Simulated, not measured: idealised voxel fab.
process module | voxel self aligned vias
cross-section cut | 155 nm wide | cells 5 nm
A cross-section is a grid of square cells, given in bands from the top down. A band is one or more rows of cells.
Each band's line starts with the height of the band's top and of its bottom, in nm. Then come its materials from left to right, each with its width in nm. One material with "throughout" fills the band from edge to edge. "air" is empty space.
Height 0 is the level under which the wafer as received is all one material. The lowest band goes on downwards, as in "0 down".
A width such as "30 to 40" changes by the same amount from each row of cells to the next, from the band's top row to its bottom row.
"no change" after a step means that no cell of the cross-section changed.
closed voids: empty space of 8 cells or more with no open way to the top, each as width x height at its distance from the left edge, in nm
after a step's settings: what the simulator itself notes on the step
overlay nm, on a step with a mask: how far to the right of its planned place the mask lay; to the left if negative
plan
1 op RECEIVE | material Si
2 op CONFORMAL_DEP | material SiO2 | thk nm 15
3 op CONFORMAL_DEP | material SiCN | thk nm 5
4 op DIRECTIONAL_DEP | material lowk | thk nm 30
5 op MASKED_ETCH | tone open | mask id LINES | width nm 30 | pitch nm 60 | etch materials lowk | depth nm 30 | overlay nm 0
6 op CONFORMAL_DEP | material TiN | thk nm 5
7 op FILL_DEP | material W | thk nm 5
8 op CMP | height nm 50
9 op SELECTIVE_ETCH | etch materials W Ru TiN | depth nm 5
10 op FILL_DEP | material SiN | thk nm 10
11 op CMP | height nm 50
12 op DIRECTIONAL_DEP | material lowk | thk nm 20
13 op DIRECTIONAL_DEP | material aC | thk nm 10
14 op PATTERN | tone open | mask id VIAS | material resist | width nm 40 | pitch nm 60 | thk nm 25 | overlay nm 0
15 op DIRECTIONAL_ETCH | etch materials aC | depth nm 10
16 op STRIP | etch materials resist
17 op DIRECTIONAL_ETCH | etch materials lowk | depth nm 20
18 op DIRECTIONAL_ETCH | etch materials SiN | depth nm 5
19 op STRIP | etch materials aC
20 op CONFORMAL_DEP | material TiN | thk nm 5
21 op FILL_DEP | material Ru | thk nm 5
22 op CMP | height nm 70
23 op CONFORMAL_DEP | material SiN | thk nm 5
as received, after step 1
  0 down: Si throughout
  closed voids: none
first wafer at the end, as planned
  75 to 70: SiN throughout
  70 to 55: lowk 25 | TiN 5 | Ru 30 | TiN 5 | lowk 20 | TiN 5 | Ru 30 | TiN 5 | lowk 30
  55 to 50: lowk 25 | TiN 10 | Ru 20 | TiN 10 | lowk 20 | TiN 10 | Ru 20 | TiN 10 | lowk 30
  50 to 45: lowk 30 | TiN 30 | lowk 30 | TiN 30 | lowk 35
  45 to 25: lowk 30 | TiN 5 | W 20 | TiN 5 | lowk 30 | TiN 5 | W 20 | TiN 5 | lowk 35
  25 to 20: lowk 30 | TiN 30 | lowk 30 | TiN 30 | lowk 35
  20 to 15: SiCN throughout
  15 to 0: SiO2 throughout
  0 down: Si throughout
  closed voids: none
second wafer at the end: like start, like plan, one mistake
  75 to 70: SiN throughout
  70 to 55: lowk 25 | TiN 5 | Ru 30 | TiN 5 | lowk 20 | TiN 5 | Ru 30 | TiN 5 | lowk 30
  55 to 50: lowk 25 | TiN 40 | lowk 20 | TiN 40 | lowk 30
  50 to 45: SiN 25 | TiN 5 | lowk 30 | TiN 5 | SiN 20 | TiN 5 | lowk 30 | TiN 5 | SiN 30
  45 to 25: W 25 | TiN 5 | lowk 30 | TiN 5 | W 20 | TiN 5 | lowk 30 | TiN 5 | W 30
  25 to 20: TiN 30 | lowk 30 | TiN 30 | lowk 30 | TiN 35
  20 to 15: SiCN throughout
  15 to 0: SiO2 throughout
  0 down: Si throughout
  closed voids: none
what went wrong: step 5 ran as: op MASKED_ETCH | tone cover | mask id LINES | width nm 30 | pitch nm 60 | etch materials lowk | depth nm 30 | overlay nm 0
at the end the second wafer has, in cells: 8 fewer of Ru | 15 more of SiN | 7 more of TiN | 28 more of W | 42 fewer of lowk
